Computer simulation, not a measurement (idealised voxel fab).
process module | voxel gate over fins
cross-section cut | 290 nm wide | cells 5 nm
A cross-section is a grid of square cells, given in bands from the top down. A band is one or more rows of cells.
Each band's line starts with the height of the band's top and of its bottom, in nm. Then come its materials from left to right, each with its width in nm. One material with "throughout" fills the band from edge to edge. "air" is empty space.
Height 0 is the level under which the wafer as received is all one material. The lowest band goes on downwards, as in "0 down".
A width such as "30 to 40" changes by the same amount from each row of cells to the next, from the band's top row to its bottom row.
"no change" after a step means that no cell of the cross-section changed.
closed voids: empty space of 8 cells or more with no open way to the top, each as width x height at its distance from the left edge, in nm
after a step's settings: what the simulator itself notes on the step
overlay nm, on a step with a mask: how far to the right of its planned place the mask lay; to the left if negative
plan
1 op RECEIVE | material Si
2 op CONFORMAL_DEP | material SiN | thk nm 5
3 op MASKED_ETCH | tone cover | mask id FINS | width nm 15 | pitch nm 40 | etch materials SiN | depth nm 5 | overlay nm 0
4 op MASKED_ETCH | tone cover | mask id FINS | width nm 15 | pitch nm 40 | etch materials Si | depth nm 30 | overlay nm 0
5 op FILL_DEP | material SiO2 | thk nm 10
6 op CMP | height nm 5
7 op SELECTIVE_ETCH | etch materials SiO2 | depth nm 15
8 op STRIP | etch materials SiN
9 op CONFORMAL_DEP | material HfO2 | thk nm 5
10 op CONFORMAL_DEP | material TiN | thk nm 5
11 op CONFORMAL_DEP | material TiAl | thk nm 5
12 op CONFORMAL_DEP | material TiN | thk nm 5
13 op FILL_DEP | material W | thk nm 10
14 op CMP | height nm 25
15 op CONFORMAL_DEP | material SiCN | thk nm 10
as received, after step 1
  0 down: Si throughout
  closed voids: none
first wafer at the end, as planned
  35 to 25: SiCN throughout
  25 to 20: W throughout
  20 to 15: W 95 | TiN 95 | W 100
  15 to 10: W 95 | TiN 5 | TiAl 85 | TiN 5 | W 100
  10 to 5: TiN 100 | TiAl 5 | TiN 35 | TiAl 5 | TiN 35 | TiAl 5 | TiN 105
  5 to 0: TiAl 105 | TiN 5 | HfO2 25 | TiN 5 | TiAl 5 | TiN 5 | HfO2 25 | TiN 5 | TiAl 110
  0 to -5: TiN 110 | HfO2 5 | Si 15 | HfO2 5 | TiN 15 | HfO2 5 | Si 15 | HfO2 5 | TiN 115
  -5 to -10: HfO2 115 | Si 15 | HfO2 25 | Si 15 | HfO2 120
  -10 to -30: SiO2 115 | Si 15 | SiO2 25 | Si 15 | SiO2 120
  -30 down: Si throughout
  closed voids: none
second wafer at the end: like start, like plan, one mistake
  35 to 25: SiCN throughout
  25 to 20: W 85 | TiN 5 | TiAl 105 | TiN 5 | W 90
  20 to 15: TiN 90 | TiAl 105 | TiN 95
  15 to 10: TiAl throughout
  10 to 5: TiAl 105 | TiN 35 | TiAl 5 | TiN 35 | TiAl 110
  5 to 0: TiAl 105 | TiN 5 | HfO2 25 | TiN 5 | TiAl 5 | TiN 5 | HfO2 25 | TiN 5 | TiAl 110
  0 to -5: TiN 110 | HfO2 5 | Si 15 | HfO2 5 | TiN 15 | HfO2 5 | Si 15 | HfO2 5 | TiN 115
  -5 to -10: HfO2 115 | Si 15 | HfO2 25 | Si 15 | HfO2 120
  -10 to -30: SiO2 115 | Si 15 | SiO2 25 | Si 15 | SiO2 120
  -30 down: Si throughout
  closed voids: none
what went wrong: step 11 ran as: op CONFORMAL_DEP | material TiAl | thk nm 15
at the end the second wafer has, in cells: 124 more of TiAl | 23 fewer of TiN | 101 fewer of W
